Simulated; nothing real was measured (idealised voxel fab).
This section sets out a process module, namely voxel transistor to metal.
The width of the displayed cross-section, cut, is 165 nm; its cells are square, with a size of 5 nm.
Just so we're on the same page, the cross-sections are grids of square cells, and they're listed out in bands top to bottom, each band one or more rows deep.
Band entry format. Leading values: height of top, height of bottom, nm. Remainder: materials in left-to-right order, each with its width in nm. Special words: "full width" on a single material, which then fills the band edge to edge; "air", empty space.
Heights from 0 (as-received wafer is one material below). Bottom band endless downward, as "0 down".
Width spec "30 to 40" -> top row of cells at first value, bottom row at second value, equal per-row change in between.
The cross-section has no changed cell in any step marked "no modification".
Enclosed voids (no open way to top), threshold 8 cells or more, entry "Enclosed void list", notation width x height at distance, distance from left edge, nm.
Note: text after step settings on the step line = simulator remark on that step.
overlay nm: how far to the right of its planned place the mask lay on this masked step (negative: to the left).
Note: before/after cross-section pairs follow, one process step per pair, after-side truncated at the lowest changed band, step and settings given beneath. Different runs of this module on the same starting wafer may supply the pairs; a pair continues the one above only where the "Before the process" entry says so.

### Before the process
> 95 to 60 = 35 nm SiO2  15 nm air  65 nm SiO2  15 nm air  35 nm SiO2
> 60 to 55 = 35 nm SiCN  15 nm air  65 nm SiCN  15 nm air  35 nm SiCN
> 55 to 35 = 35 nm lowk  5 nm TiN  5 nm Cu  5 nm TiN  65 nm lowk  5 nm TiN  5 nm Cu  5 nm TiN  35 nm lowk
> 35 to 30 = 35 nm SiCN  15 nm TiN  65 nm SiCN  15 nm TiN  35 nm SiCN
> 30 to 15 = 35 nm SiO2  5 nm TiN  5 nm W  5 nm TiN  65 nm SiO2  5 nm TiN  5 nm W  5 nm TiN  35 nm SiO2
> 15 to 10 = 35 nm SiO2  5 nm TiN  5 nm W  5 nm TiN  10 nm SiO2  5 nm SiN  15 nm HfO2  5 nm TiN  15 nm HfO2  5 nm SiN  10 nm SiO2  5 nm TiN  5 nm W  5 nm TiN  35 nm SiO2
> 10 to 5 = 35 nm SiO2  15 nm TiN  10 nm SiO2  5 nm SiN  15 nm HfO2  5 nm TiN  15 nm HfO2  5 nm SiN  10 nm SiO2  15 nm TiN  35 nm SiO2
> 5 to -5 = 20 nm SiO2  5 nm SiN  10 nm SiO2  10 nm TiN  15 nm pSi  5 nm SiN  35 nm HfO2  5 nm SiN  15 nm pSi  10 nm TiN  10 nm SiO2  5 nm SiN  20 nm SiO2
> -5 to -10 = 35 nm SiO2  10 nm TiN  15 nm pSi  45 nm HfO2  15 nm pSi  10 nm TiN  35 nm SiO2
> -10 to -25 = 30 nm SiO2  30 nm pSi  45 nm Si  30 nm pSi  30 nm SiO2
> -25 to -35 = 30 nm SiO2  105 nm Si  30 nm SiO2
> -35 down = Si full width
> Enclosed void list: none

### Step Outcome
> 100 to 95 = 40 nm TiN  5 nm air  75 nm TiN  5 nm air  40 nm TiN
> 95 to 60 = 35 nm SiO2  5 nm TiN  5 nm air  5 nm TiN  65 nm SiO2  5 nm TiN  5 nm air  5 nm TiN  35 nm SiO2
> 60 to 55 = 35 nm SiCN  15 nm TiN  65 nm SiCN  15 nm TiN  35 nm SiCN
> Heights below 55 show no change.
> Enclosed void list: none
For reference, the processing step occurring between the two cross-sections presented above is as follows: CONFORMAL_DEP | material TiN | thk nm 5

Before the process: Reference is made to the cross-section shown after the step in the pair directly above, which represents the state prior to this step.

### Step Outcome
> 110 to 100 = Ru full width
> 100 to 95 = 40 nm TiN  5 nm Ru  75 nm TiN  5 nm Ru  40 nm TiN
> 95 to 60 = 35 nm SiO2  5 nm TiN  5 nm Ru  5 nm TiN  65 nm SiO2  5 nm TiN  5 nm Ru  5 nm TiN  35 nm SiO2
> Heights below 60 show no change.
> Enclosed void list: none
For reference, the processing step occurring between the two cross-sections presented above is as follows: FILL_DEP | material Ru | thk nm 10

Before the process: Reference is made to the cross-section shown after the step in the pair directly above, which represents the state prior to this step.

### Step Outcome
> 95 to 60 = 35 nm SiO2  5 nm TiN  5 nm Ru  5 nm TiN  65 nm SiO2  5 nm TiN  5 nm Ru  5 nm TiN  35 nm SiO2
> Heights below 60 show no change.
> Enclosed void list: none
For reference, the processing step occurring between the two cross-sections presented above is as follows: CMP | height nm 95

Before the process: Reference is made to the cross-section shown after the step in the pair directly above, which represents the state prior to this step.

### Step Outcome
> 100 to 95 = SiCN full width
> Heights below 95 show no change.
> Enclosed void list: none
For reference, the processing step occurring between the two cross-sections presented above is as follows: CONFORMAL_DEP | material SiCN | thk nm 5

### Before the process
> 25 to 15 = aC full width
> 15 to 0 = SiN full width
> 0 to -5 = SiO2 full width
> -5 down = Si full width
> Enclosed void list: none

### Step Outcome
> 50 to 25 = 30 nm air  110 nm resist  25 nm air
> Heights below 25 show no change.
> Enclosed void list: none
For reference, the processing step occurring between the two cross-sections presented above is as follows: PATTERN | tone cover | mask id ACTIVE | material resist | width nm 110 | thk nm 25 | overlay nm 0

Before the process: Reference is made to the cross-section shown after the step in the pair directly above, which represents the state prior to this step.

### Step Outcome
> 40 to 25 = 30 nm air  110 nm resist  25 nm air
> 25 to 15 = 30 nm air  110 nm aC  25 nm air
> Heights below 15 show no change.
> Enclosed void list: none
For reference, the processing step occurring between the two cross-sections presented above is as follows: DIRECTIONAL_ETCH | etch materials aC | depth nm 10

Before the process: Reference is made to the cross-section shown after the step in the pair directly above, which represents the state prior to this step.

### Step Outcome
> 25 to 15 = 30 nm air  110 nm aC  25 nm air
> Heights below 15 show no change.
> Enclosed void list: none
For reference, the processing step occurring between the two cross-sections presented above is as follows: STRIP | etch materials resist

Before the process: Reference is made to the cross-section shown after the step in the pair directly above, which represents the state prior to this step.

### Step Outcome
> 25 to 15 = 30 nm air  110 nm aC  25 nm air
> 15 to 0 = 30 nm air  110 nm SiN  25 nm air
> Heights below 0 show no change.
> Enclosed void list: none
For reference, the processing step occurring between the two cross-sections presented above is as follows: DIRECTIONAL_ETCH | etch materials SiN | depth nm 15

Before the process: Reference is made to the cross-section shown after the step in the pair directly above, which represents the state prior to this step.

### Step Outcome
> 25 to 15 = 30 nm air  110 nm aC  25 nm air
> 15 to 0 = 30 nm air  110 nm SiN  25 nm air
> 0 to -5 = 30 nm air  110 nm SiO2  25 nm air
> Heights below -5 show no change.
> Enclosed void list: none
For reference, the processing step occurring between the two cross-sections presented above is as follows: DIRECTIONAL_ETCH | etch materials SiO2 | depth nm 5

Before the process: Reference is made to the cross-section shown after the step in the pair directly above, which represents the state prior to this step.

### Step Outcome
> 25 to 15 = 30 nm air  110 nm aC  25 nm air
> 15 to 0 = 30 nm air  110 nm SiN  25 nm air
> 0 to -5 = 30 nm air  110 nm SiO2  25 nm air
> -5 to -30 = 30 nm air  110 nm Si  25 nm air
> Heights below -30 show no change.
> Enclosed void list: none
For reference, the processing step occurring between the two cross-sections presented above is as follows: DIRECTIONAL_ETCH | etch materials Si | depth nm 25

Before the process: Reference is made to the cross-section shown after the step in the pair directly above, which represents the state prior to this step.

### Step Outcome
> 15 to 0 = 30 nm air  110 nm SiN  25 nm air
> Heights below 0 show no change.
> Enclosed void list: none
For reference, the processing step occurring between the two cross-sections presented above is as follows: STRIP | etch materials aC

Before the process: Reference is made to the cross-section shown after the step in the pair directly above, which represents the state prior to this step.

### Step Outcome
> 15 to 0 = 30 nm air  110 nm SiN  25 nm air
> 0 to -5 = 30 nm air  110 nm SiO2  25 nm air
> -5 to -30 = 30 nm air  5 nm SiO2  100 nm Si  5 nm SiO2  25 nm air
> -30 to -35 = 35 nm SiO2  100 nm Si  30 nm SiO2
> Heights below -35 show no change.
> Enclosed void list: none
For reference, the processing step occurring between the two cross-sections presented above is as follows: OXIDIZE | depth nm 5

Before the process: Reference is made to the cross-section shown after the step in the pair directly above, which represents the state prior to this step.

### Step Outcome
> 30 to 15 = SiO2 full width
> 15 to 0 = 30 nm SiO2  110 nm SiN  25 nm SiO2
> 0 to -5 = SiO2 full width
> -5 to -35 = 35 nm SiO2  100 nm Si  30 nm SiO2
> Heights below -35 show no change.
> Enclosed void list: none
For reference, the processing step occurring between the two cross-sections presented above is as follows: FILL_DEP | material SiO2 | thk nm 15

Before the process: Reference is made to the cross-section shown after the step in the pair directly above, which represents the state prior to this step.

### Step Outcome
> 15 to 0 = 30 nm SiO2  110 nm SiN  25 nm SiO2
> Heights below 0 show no change.
> Enclosed void list: none
For reference, the processing step occurring between the two cross-sections presented above is as follows: CMP | height nm 15

Before the process: Reference is made to the cross-section shown after the step in the pair directly above, which represents the state prior to this step.

### Step Outcome
> 15 to 10 = 30 nm air  110 nm SiN  25 nm air
> Heights below 10 show no change.
> Enclosed void list: none
For reference, the processing step occurring between the two cross-sections presented above is as follows: SELECTIVE_ETCH | etch materials SiO2 | depth nm 5

Before the process: Reference is made to the cross-section shown after the step in the pair directly above, which represents the state prior to this step.

### Step Outcome
> 10 to 0 = 30 nm SiO2  110 nm air  25 nm SiO2
> Heights below 0 show no change.
> Enclosed void list: none
For reference, the processing step occurring between the two cross-sections presented above is as follows: STRIP | etch materials SiN

Before the process: Reference is made to the cross-section shown after the step in the pair directly above, which represents the state prior to this step.

### Step Outcome
> 5 to -5 = 25 nm SiO2  120 nm air  20 nm SiO2
> Heights below -5 show no change.
> Enclosed void list: none
For reference, the processing step occurring between the two cross-sections presented above is as follows: SELECTIVE_ETCH | etch materials SiO2 | depth nm 5

Before the process: Reference is made to the cross-section shown after the step in the pair directly above, which represents the state prior to this step.

### Step Outcome
> 5 to -5 = 25 nm SiO2  120 nm air  20 nm SiO2
> -5 to -10 = SiO2 full width
> Heights below -10 show no change.
> Enclosed void list: none
For reference, the processing step occurring between the two cross-sections presented above is as follows: OXIDIZE | depth nm 5

Before the process: Reference is made to the cross-section shown after the step in the pair directly above, which represents the state prior to this step.

### Step Outcome
> 30 to 20 = 25 nm polySi  120 nm air  20 nm polySi
> 20 to 5 = polySi full width
> 5 to -5 = 25 nm SiO2  120 nm polySi  20 nm SiO2
> Heights below -5 show no change.
> Enclosed void list: none
For reference, the processing step occurring between the two cross-sections presented above is as follows: DIRECTIONAL_DEP | material polySi | thk nm 25

Before the process: Reference is made to the cross-section shown after the step in the pair directly above, which represents the state prior to this step.

### Step Outcome
> 45 to 35 = 25 nm SiCN  120 nm air  20 nm SiCN
> 35 to 30 = SiCN full width
> 30 to 20 = 25 nm polySi  120 nm SiCN  20 nm polySi
> Heights below 20 show no change.
> Enclosed void list: none
For reference, the processing step occurring between the two cross-sections presented above is as follows: DIRECTIONAL_DEP | material SiCN | thk nm 15

Before the process: Reference is made to the cross-section shown after the step in the pair directly above, which represents the state prior to this step.

### Step Outcome
> 65 to 45 = 65 nm air  35 nm resist  65 nm air
> 45 to 35 = 25 nm SiCN  40 nm air  35 nm resist  45 nm air  20 nm SiCN
> Heights below 35 show no change.
> Enclosed void list: none
For reference, the processing step occurring between the two cross-sections presented above is as follows: PATTERN | tone cover | mask id GATE | material resist | width nm 35 | thk nm 20 | overlay nm 0

Before the process: Reference is made to the cross-section shown after the step in the pair directly above, which represents the state prior to this step.

### Step Outcome
> 65 to 35 = 65 nm air  35 nm resist  65 nm air
> 35 to 30 = 65 nm air  35 nm SiCN  65 nm air
> 30 to 20 = 25 nm polySi  40 nm air  35 nm SiCN  45 nm air  20 nm polySi
> Heights below 20 show no change.
> Enclosed void list: none
For reference, the processing step occurring between the two cross-sections presented above is as follows: DIRECTIONAL_ETCH | etch materials SiCN | depth nm 25

Before the process: Reference is made to the cross-section shown after the step in the pair directly above, which represents the state prior to this step.

### Step Outcome
> 65 to 35 = 65 nm air  35 nm resist  65 nm air
> 35 to 20 = 65 nm air  35 nm SiCN  65 nm air
> 20 to 5 = 65 nm air  35 nm polySi  65 nm air
> 5 to -5 = 25 nm SiO2  40 nm air  35 nm polySi  45 nm air  20 nm SiO2
> Heights below -5 show no change.
> Enclosed void list: none
For reference, the processing step occurring between the two cross-sections presented above is as follows: DIRECTIONAL_ETCH | etch materials polySi | depth nm 35

Before the process: Reference is made to the cross-section shown after the step in the pair directly above, which represents the state prior to this step.

### Step Outcome
> 35 to 20 = 65 nm air  35 nm SiCN  65 nm air
> Heights below 20 show no change.
> Enclosed void list: none
For reference, the processing step occurring between the two cross-sections presented above is as follows: STRIP | etch materials resist

Before the process: Reference is made to the cross-section shown after the step in the pair directly above, which represents the state prior to this step.

### Step Outcome
> 40 to 35 = 60 nm air  45 nm SiN  60 nm air
> 35 to 20 = 60 nm air  5 nm SiN  35 nm SiCN  5 nm SiN  60 nm air
> 20 to 10 = 60 nm air  5 nm SiN  35 nm polySi  5 nm SiN  60 nm air
> 10 to 5 = 30 nm SiN  30 nm air  5 nm SiN  35 nm polySi  5 nm SiN  35 nm air  25 nm SiN
> 5 to 0 = 25 nm SiO2  5 nm SiN  30 nm air  5 nm SiN  35 nm polySi  5 nm SiN  35 nm air  5 nm SiN  20 nm SiO2
> 0 to -5 = 25 nm SiO2  40 nm SiN  35 nm polySi  45 nm SiN  20 nm SiO2
> Heights below -5 show no change.
> Enclosed void list: none
For reference, the processing step occurring between the two cross-sections presented above is as follows: CONFORMAL_DEP | material SiN | thk nm 5

Before the process: Reference is made to the cross-section shown after the step in the pair directly above, which represents the state prior to this step.

### Step Outcome
> 35 to 20 = 60 nm air  5 nm SiN  35 nm SiCN  5 nm SiN  60 nm air
> 20 to 5 = 60 nm air  5 nm SiN  35 nm polySi  5 nm SiN  60 nm air
> 5 to -5 = 25 nm SiO2  5 nm SiN  30 nm air  5 nm SiN  35 nm polySi  5 nm SiN  35 nm air  5 nm SiN  20 nm SiO2
> Heights below -5 show no change.
> Enclosed void list: none
For reference, the processing step occurring between the two cross-sections presented above is as follows: DIRECTIONAL_ETCH | etch materials SiN | depth nm 5

Before the process: Reference is made to the cross-section shown after the step in the pair directly above, which represents the state prior to this step.

### Step Outcome
> 35 to 20 = 60 nm air  5 nm SiN  35 nm SiCN  5 nm SiN  60 nm air
> 20 to 5 = 60 nm air  5 nm SiN  35 nm polySi  5 nm SiN  60 nm air
> 5 to 0 = 25 nm air  5 nm SiN  30 nm air  5 nm SiN  35 nm polySi  5 nm SiN  35 nm air  5 nm SiN  20 nm air
> 0 to -5 = 25 nm SiO2  5 nm SiN  30 nm air  5 nm SiN  35 nm polySi  5 nm SiN  35 nm air  5 nm SiN  20 nm SiO2
> -5 to -10 = 30 nm SiO2  30 nm air  45 nm SiO2  35 nm air  25 nm SiO2
> Heights below -10 show no change.
> Enclosed void list: none
For reference, the processing step occurring between the two cross-sections presented above is as follows: DIRECTIONAL_ETCH | etch materials SiO2 | depth nm 5

Before the process: Reference is made to the cross-section shown after the step in the pair directly above, which represents the state prior to this step.

### Step Outcome
> 35 to 20 = 60 nm air  5 nm SiN  35 nm SiCN  5 nm SiN  60 nm air
> 20 to 5 = 60 nm air  5 nm SiN  35 nm polySi  5 nm SiN  60 nm air
> 5 to 0 = 25 nm air  5 nm SiN  30 nm air  5 nm SiN  35 nm polySi  5 nm SiN  35 nm air  5 nm SiN  20 nm air
> 0 to -5 = 25 nm SiO2  5 nm SiN  30 nm air  5 nm SiN  35 nm polySi  5 nm SiN  35 nm air  5 nm SiN  20 nm SiO2
> -5 to -10 = 30 nm SiO2  30 nm air  45 nm SiO2  35 nm air  25 nm SiO2
> -10 to -25 = 35 nm SiO2  25 nm air  45 nm Si  30 nm air  30 nm SiO2
> Heights below -25 show no change.
> Enclosed void list: none
For reference, the processing step occurring between the two cross-sections presented above is as follows: DIRECTIONAL_ETCH | etch materials Si | depth nm 15

Before the process: Reference is made to the cross-section shown after the step in the pair directly above, which represents the state prior to this step.

### Step Outcome
> 35 to 20 = 60 nm air  5 nm SiN  35 nm SiCN  5 nm SiN  60 nm air
> 20 to 5 = 60 nm air  5 nm SiN  35 nm polySi  5 nm SiN  60 nm air
> 5 to 0 = 25 nm air  5 nm SiN  15 nm air  15 nm pSi  5 nm SiN  35 nm polySi  5 nm SiN  15 nm pSi  20 nm air  5 nm SiN  20 nm air
> 0 to -5 = 25 nm SiO2  5 nm SiN  15 nm air  15 nm pSi  5 nm SiN  35 nm polySi  5 nm SiN  15 nm pSi  20 nm air  5 nm SiN  20 nm SiO2
> -5 to -10 = 30 nm SiO2  15 nm air  15 nm pSi  45 nm SiO2  15 nm pSi  20 nm air  25 nm SiO2
> -10 to -25 = 35 nm SiO2  25 nm pSi  45 nm Si  30 nm pSi  30 nm SiO2
> Heights below -25 show no change.
> Enclosed void list: none
For reference, the processing step occurring between the two cross-sections presented above is as follows: EPI | material pSi | thk nm 15

Before the process: Reference is made to the cross-section shown after the step in the pair directly above, which represents the state prior to this step.

### Step Outcome
> 45 to 35 = SiO2 full width
> 35 to 20 = 60 nm SiO2  5 nm SiN  35 nm SiCN  5 nm SiN  60 nm SiO2
> 20 to 5 = 60 nm SiO2  5 nm SiN  35 nm polySi  5 nm SiN  60 nm SiO2
> 5 to -5 = 25 nm SiO2  5 nm SiN  15 nm SiO2  15 nm pSi  5 nm SiN  35 nm polySi  5 nm SiN  15 nm pSi  20 nm SiO2  5 nm SiN  20 nm SiO2
> -5 to -10 = 45 nm SiO2  15 nm pSi  45 nm SiO2  15 nm pSi  45 nm SiO2
> Heights below -10 show no change.
> Enclosed void list: none
For reference, the processing step occurring between the two cross-sections presented above is as follows: FILL_DEP | material SiO2 | thk nm 10

Before the process: Reference is made to the cross-section shown after the step in the pair directly above, which represents the state prior to this step.

### Step Outcome
> 20 to 5 = 60 nm SiO2  5 nm SiN  35 nm polySi  5 nm SiN  60 nm SiO2
> Heights below 5 show no change.
> Enclosed void list: none
For reference, the processing step occurring between the two cross-sections presented above is as follows: CMP | height nm 20

Before the process: Reference is made to the cross-section shown after the step in the pair directly above, which represents the state prior to this step.

### Step Outcome
> 20 to 5 = 60 nm SiO2  5 nm SiN  35 nm air  5 nm SiN  60 nm SiO2
> 5 to -5 = 25 nm SiO2  5 nm SiN  15 nm SiO2  15 nm pSi  5 nm SiN  35 nm air  5 nm SiN  15 nm pSi  20 nm SiO2  5 nm SiN  20 nm SiO2
> Heights below -5 show no change.
> Enclosed void list: none
For reference, the processing step occurring between the two cross-sections presented above is as follows: STRIP | etch materials polySi

Before the process: Reference is made to the cross-section shown after the step in the pair directly above, which represents the state prior to this step.

### Step Outcome
> 20 to 15 = 60 nm air  5 nm SiN  35 nm air  5 nm SiN  60 nm air
> 15 to 5 = 60 nm SiO2  5 nm SiN  35 nm air  5 nm SiN  60 nm SiO2
> 5 to -5 = 25 nm SiO2  5 nm SiN  15 nm SiO2  15 nm pSi  5 nm SiN  35 nm air  5 nm SiN  15 nm pSi  20 nm SiO2  5 nm SiN  20 nm SiO2
> -5 to -10 = 45 nm SiO2  15 nm pSi  45 nm air  15 nm pSi  45 nm SiO2
> Heights below -10 show no change.
> Enclosed void list: none
For reference, the processing step occurring between the two cross-sections presented above is as follows: SELECTIVE_ETCH | etch materials SiO2 | depth nm 5

Before the process: Reference is made to the cross-section shown after the step in the pair directly above, which represents the state prior to this step.

### Step Outcome
> 25 to 20 = 55 nm air  15 nm HfO2  25 nm air  15 nm HfO2  55 nm air
> 20 to 15 = 60 nm HfO2  5 nm SiN  5 nm HfO2  25 nm air  5 nm HfO2  5 nm SiN  60 nm HfO2
> 15 to 5 = 60 nm SiO2  5 nm SiN  5 nm HfO2  25 nm air  5 nm HfO2  5 nm SiN  60 nm SiO2
> 5 to -5 = 25 nm SiO2  5 nm SiN  15 nm SiO2  15 nm pSi  5 nm SiN  5 nm HfO2  25 nm air  5 nm HfO2  5 nm SiN  15 nm pSi  20 nm SiO2  5 nm SiN  20 nm SiO2
> -5 to -10 = 45 nm SiO2  15 nm pSi  45 nm HfO2  15 nm pSi  45 nm SiO2
> Heights below -10 show no change.
> Enclosed void list: none
For reference, the processing step occurring between the two cross-sections presented above is as follows: CONFORMAL_DEP | material HfO2 | thk nm 5

Before the process: Reference is made to the cross-section shown after the step in the pair directly above, which represents the state prior to this step.

### Step Outcome
> 30 to 25 = 50 nm air  25 nm TiN  15 nm air  25 nm TiN  50 nm air
> 25 to 20 = 55 nm TiN  15 nm HfO2  5 nm TiN  15 nm air  5 nm TiN  15 nm HfO2  55 nm TiN
> 20 to 15 = 60 nm HfO2  5 nm SiN  5 nm HfO2  5 nm TiN  15 nm air  5 nm TiN  5 nm HfO2  5 nm SiN  60 nm HfO2
> 15 to 5 = 60 nm SiO2  5 nm SiN  5 nm HfO2  5 nm TiN  15 nm air  5 nm TiN  5 nm HfO2  5 nm SiN  60 nm SiO2
> 5 to 0 = 25 nm SiO2  5 nm SiN  15 nm SiO2  15 nm pSi  5 nm SiN  5 nm HfO2  5 nm TiN  15 nm air  5 nm TiN  5 nm HfO2  5 nm SiN  15 nm pSi  20 nm SiO2  5 nm SiN  20 nm SiO2
> 0 to -5 = 25 nm SiO2  5 nm SiN  15 nm SiO2  15 nm pSi  5 nm SiN  5 nm HfO2  25 nm TiN  5 nm HfO2  5 nm SiN  15 nm pSi  20 nm SiO2  5 nm SiN  20 nm SiO2
> Heights below -5 show no change.
> Enclosed void list: none
For reference, the processing step occurring between the two cross-sections presented above is as follows: CONFORMAL_DEP | material TiN | thk nm 5

Before the process: Reference is made to the cross-section shown after the step in the pair directly above, which represents the state prior to this step.

### Step Outcome
> 35 to 30 = W full width
> 30 to 25 = 50 nm W  25 nm TiN  15 nm W  25 nm TiN  50 nm W
> 25 to 20 = 55 nm TiN  15 nm HfO2  5 nm TiN  15 nm W  5 nm TiN  15 nm HfO2  55 nm TiN
> 20 to 15 = 60 nm HfO2  5 nm SiN  5 nm HfO2  5 nm TiN  15 nm W  5 nm TiN  5 nm HfO2  5 nm SiN  60 nm HfO2
> 15 to 5 = 60 nm SiO2  5 nm SiN  5 nm HfO2  5 nm TiN  15 nm W  5 nm TiN  5 nm HfO2  5 nm SiN  60 nm SiO2
> 5 to 0 = 25 nm SiO2  5 nm SiN  15 nm SiO2  15 nm pSi  5 nm SiN  5 nm HfO2  5 nm TiN  15 nm W  5 nm TiN  5 nm HfO2  5 nm SiN  15 nm pSi  20 nm SiO2  5 nm SiN  20 nm SiO2
> Heights below 0 show no change.
> Enclosed void list: none
For reference, the processing step occurring between the two cross-sections presented above is as follows: FILL_DEP | material W | thk nm 5

Before the process: Reference is made to the cross-section shown after the step in the pair directly above, which represents the state prior to this step.

### Step Outcome
> 15 to 5 = 60 nm SiO2  5 nm SiN  5 nm HfO2  5 nm TiN  15 nm W  5 nm TiN  5 nm HfO2  5 nm SiN  60 nm SiO2
> Heights below 5 show no change.
> Enclosed void list: none
For reference, the processing step occurring between the two cross-sections presented above is as follows: CMP | height nm 15

Before the process: Reference is made to the cross-section shown after the step in the pair directly above, which represents the state prior to this step.

### Step Outcome
> 30 to 15 = SiO2 full width
> Heights below 15 show no change.
> Enclosed void list: none
For reference, the processing step occurring between the two cross-sections presented above is as follows: DIRECTIONAL_DEP | material SiO2 | thk nm 15

Before the process: Reference is made to the cross-section shown after the step in the pair directly above, which represents the state prior to this step.

### Step Outcome
> 45 to 30 = aC full width
> Heights below 30 show no change.
> Enclosed void list: none
For reference, the processing step occurring between the two cross-sections presented above is as follows: DIRECTIONAL_DEP | material aC | thk nm 15

Before the process: Reference is made to the cross-section shown after the step in the pair directly above, which represents the state prior to this step.

### Step Outcome
> 80 to 45 = 35 nm resist  15 nm air  65 nm resist  15 nm air  35 nm resist
> Heights below 45 show no change.
> Enclosed void list: none
For reference, the processing step occurring between the two cross-sections presented above is as follows: PATTERN | tone open | mask id CONTACT | material resist | width nm 15 | pitch nm 80 | thk nm 35 | overlay nm 0

Before the process: Reference is made to the cross-section shown after the step in the pair directly above, which represents the state prior to this step.

### Step Outcome
> 65 to 45 = 35 nm resist  15 nm air  65 nm resist  15 nm air  35 nm resist
> 45 to 30 = 35 nm aC  15 nm air  65 nm aC  15 nm air  35 nm aC
> Heights below 30 show no change.
> Enclosed void list: none
For reference, the processing step occurring between the two cross-sections presented above is as follows: DIRECTIONAL_ETCH | etch materials aC | depth nm 15

Before the process: Reference is made to the cross-section shown after the step in the pair directly above, which represents the state prior to this step.

### Step Outcome
> 45 to 30 = 35 nm aC  15 nm air  65 nm aC  15 nm air  35 nm aC
> Heights below 30 show no change.
> Enclosed void list: none
For reference, the processing step occurring between the two cross-sections presented above is as follows: STRIP | etch materials resist

Before the process: Reference is made to the cross-section shown after the step in the pair directly above, which represents the state prior to this step.

### Step Outcome
> 45 to 30 = 35 nm aC  15 nm air  65 nm aC  15 nm air  35 nm aC
> 30 to 15 = 35 nm SiO2  15 nm air  65 nm SiO2  15 nm air  35 nm SiO2
> 15 to 5 = 35 nm SiO2  15 nm air  10 nm SiO2  5 nm SiN  5 nm HfO2  5 nm TiN  15 nm W  5 nm TiN  5 nm HfO2  5 nm SiN  10 nm SiO2  15 nm air  35 nm SiO2
> 5 to 0 = 25 nm SiO2  5 nm SiN  5 nm SiO2  10 nm air  15 nm pSi  5 nm SiN  5 nm HfO2  5 nm TiN  15 nm W  5 nm TiN  5 nm HfO2  5 nm SiN  15 nm pSi  10 nm air  10 nm SiO2  5 nm SiN  20 nm SiO2
> 0 to -5 = 25 nm SiO2  5 nm SiN  5 nm SiO2  10 nm air  15 nm pSi  5 nm SiN  5 nm HfO2  25 nm TiN  5 nm HfO2  5 nm SiN  15 nm pSi  10 nm air  10 nm SiO2  5 nm SiN  20 nm SiO2
> -5 to -10 = 35 nm SiO2  10 nm air  15 nm pSi  45 nm HfO2  15 nm pSi  10 nm air  35 nm SiO2
> Heights below -10 show no change.
> Enclosed void list: none
For reference, the processing step occurring between the two cross-sections presented above is as follows: DIRECTIONAL_ETCH | etch materials SiO2 | depth nm 40

Before the process: Reference is made to the cross-section shown after the step in the pair directly above, which represents the state prior to this step.

### Step Outcome
> 30 to 15 = 35 nm SiO2  15 nm air  65 nm SiO2  15 nm air  35 nm SiO2
> Heights below 15 show no change.
> Enclosed void list: none
For reference, the processing step occurring between the two cross-sections presented above is as follows: STRIP | etch materials aC

Before the process: Reference is made to the cross-section shown after the step in the pair directly above, which represents the state prior to this step.

### Step Outcome
> 35 to 30 = 40 nm TiN  5 nm air  75 nm TiN  5 nm air  40 nm TiN
> 30 to 15 = 35 nm SiO2  5 nm TiN  5 nm air  5 nm TiN  65 nm SiO2  5 nm TiN  5 nm air  5 nm TiN  35 nm SiO2
> 15 to 10 = 35 nm SiO2  5 nm TiN  5 nm air  5 nm TiN  10 nm SiO2  5 nm SiN  5 nm HfO2  5 nm TiN  15 nm W  5 nm TiN  5 nm HfO2  5 nm SiN  10 nm SiO2  5 nm TiN  5 nm air  5 nm TiN  35 nm SiO2
> 10 to 5 = 35 nm SiO2  15 nm TiN  10 nm SiO2  5 nm SiN  5 nm HfO2  5 nm TiN  15 nm W  5 nm TiN  5 nm HfO2  5 nm SiN  10 nm SiO2  15 nm TiN  35 nm SiO2
> 5 to 0 = 25 nm SiO2  5 nm SiN  5 nm SiO2  10 nm TiN  15 nm pSi  5 nm SiN  5 nm HfO2  5 nm TiN  15 nm W  5 nm TiN  5 nm HfO2  5 nm SiN  15 nm pSi  10 nm TiN  10 nm SiO2  5 nm SiN  20 nm SiO2
> 0 to -5 = 25 nm SiO2  5 nm SiN  5 nm SiO2  10 nm TiN  15 nm pSi  5 nm SiN  5 nm HfO2  25 nm TiN  5 nm HfO2  5 nm SiN  15 nm pSi  10 nm TiN  10 nm SiO2  5 nm SiN  20 nm SiO2
> -5 to -10 = 35 nm SiO2  10 nm TiN  15 nm pSi  45 nm HfO2  15 nm pSi  10 nm TiN  35 nm SiO2
> Heights below -10 show no change.
> Enclosed void list: none
For reference, the processing step occurring between the two cross-sections presented above is as follows: CONFORMAL_DEP | material TiN | thk nm 5

Before the process: Reference is made to the cross-section shown after the step in the pair directly above, which represents the state prior to this step.

### Step Outcome
> 45 to 35 = W full width
> 35 to 30 = 40 nm TiN  5 nm W  75 nm TiN  5 nm W  40 nm TiN
> 30 to 15 = 35 nm SiO2  5 nm TiN  5 nm W  5 nm TiN  65 nm SiO2  5 nm TiN  5 nm W  5 nm TiN  35 nm SiO2
> 15 to 10 = 35 nm SiO2  5 nm TiN  5 nm W  5 nm TiN  10 nm SiO2  5 nm SiN  5 nm HfO2  5 nm TiN  15 nm W  5 nm TiN  5 nm HfO2  5 nm SiN  10 nm SiO2  5 nm TiN  5 nm W  5 nm TiN  35 nm SiO2
> Heights below 10 show no change.
> Enclosed void list: none
For reference, the processing step occurring between the two cross-sections presented above is as follows: FILL_DEP | material W | thk nm 10

Before the process: Reference is made to the cross-section shown after the step in the pair directly above, which represents the state prior to this step.

### Step Outcome
> 30 to 15 = 35 nm SiO2  5 nm TiN  5 nm W  5 nm TiN  65 nm SiO2  5 nm TiN  5 nm W  5 nm TiN  35 nm SiO2
> Heights below 15 show no change.
> Enclosed void list: none
For reference, the processing step occurring between the two cross-sections presented above is as follows: CMP | height nm 30

Before the process: Reference is made to the cross-section shown after the step in the pair directly above, which represents the state prior to this step.

### Step Outcome
> 35 to 30 = SiCN full width
> Heights below 30 show no change.
> Enclosed void list: none
For reference, the processing step occurring between the two cross-sections presented above is as follows: CONFORMAL_DEP | material SiCN | thk nm 5

Before the process: Reference is made to the cross-section shown after the step in the pair directly above, which represents the state prior to this step.

### Step Outcome
> 55 to 35 = lowk full width
> Heights below 35 show no change.
> Enclosed void list: none
For reference, the processing step occurring between the two cross-sections presented above is as follows: DIRECTIONAL_DEP | material lowk | thk nm 20

Before the process: Reference is made to the cross-section shown after the step in the pair directly above, which represents the state prior to this step.

### Step Outcome
> 70 to 55 = 35 nm resist  15 nm air  65 nm resist  15 nm air  35 nm resist
> Heights below 55 show no change.
> Enclosed void list: none
For reference, the processing step occurring between the two cross-sections presented above is as follows: PATTERN | tone open | mask id METAL_1 | material resist | width nm 15 | pitch nm 80 | thk nm 15 | overlay nm 0

Before the process: Reference is made to the cross-section shown after the step in the pair directly above, which represents the state prior to this step.

### Step Outcome
> 70 to 55 = 35 nm resist  15 nm air  65 nm resist  15 nm air  35 nm resist
> 55 to 35 = 35 nm lowk  15 nm air  65 nm lowk  15 nm air  35 nm lowk
> Heights below 35 show no change.
> Enclosed void list: none
For reference, the processing step occurring between the two cross-sections presented above is as follows: DIRECTIONAL_ETCH | etch materials lowk | depth nm 20
